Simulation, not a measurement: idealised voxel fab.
Proc. module: voxel double patterning
We display cut, a cross-section 210 nm in width whose square cells are each 5 nm.
For the purposes of this document, a cross-section shall be understood as a grid of square cells, specified as bands listed in top-to-bottom order, each band consisting of one or more rows of cells.
The band entry comprises the height of the band's top followed by the height of its bottom, expressed in nm, and subsequently the band's materials from left to right, each stated together with its width in nm. Where a single material is marked with the word "all across", that material fills the band from edge to edge. The word "blank" represents empty space.
Zero point of the height axis is 0; under it, received wafer = one material. Lowest band: continues down indefinitely, "0..down".
Note: "30->40" means the width goes from the first number (top row of the band) to the second number (bottom row) in equal steps per row of cells.
For the purposes of this document, the phrase "no alterations made" attached to a step denotes that no cell within the cross-section was modified by that step.
Enclosed voids (no open way to top), threshold 8 cells or more, entry "Sealed-off cavities", notation width x height at distance, distance from left edge, nm.
Heads up: the bit after the settings on a step's line is the simulator's remark on that step.
overlay nm: on a step with a mask, how far right of its planned place the mask lay; negative means left.
### Listed below are the process steps as planned
1. RECEIVE | material Si
2. CONFORMAL_DEP | material SiO2 | thk nm 5
3. DIRECTIONAL_DEP | material polySi | thk nm 15
4. DIRECTIONAL_DEP | material SiN | thk nm 10
5. PATTERN | tone open | mask id FIRST | material resist | width nm 15 | pitch nm 50 | thk nm 15 | overlay nm 0
6. DIRECTIONAL_ETCH | etch materials SiN | depth nm 10
7. STRIP | etch materials resist
8. MASKED_ETCH | tone open | mask id SECOND | width nm 15 | etch materials SiN | depth nm 10 | overlay nm 0
9. DIRECTIONAL_ETCH | etch materials polySi | depth nm 15
10. STRIP | etch materials SiN
### As-received state of the wafer in cross-section, equivalent to post-step 1
- 0..down  Si all across
- Sealed-off cavities: none
### First wafer of two, sectioned at end of module; run went per plan
- 20..5  70 of polySi / 15 of blank / 10 of polySi / 15 of blank / 10 of polySi / 15 of blank / 75 of polySi
- 5..0  SiO2 all across
- 0..down  Si all across
- Sealed-off cavities: none
### Wafer two, end of module, cross-section. Same start, same plan as wafer one. One mistake in the run
- 20..5  80 of polySi / 30 of blank / 20 of polySi / 15 of blank / 65 of polySi
- 5..0  SiO2 all across
- 0..down  Si all across
- Sealed-off cavities: none
Nonconformance to the process plan: step 5 was run on a setting that differed from the plan, and what really ran there is PATTERN | tone open | mask id FIRST | material resist | width nm 15 | pitch nm 50 | thk nm 15 | overlay nm 10
So at the finish, the second wafer's got exactly as many cells of each material as the first, just not in the same spots.
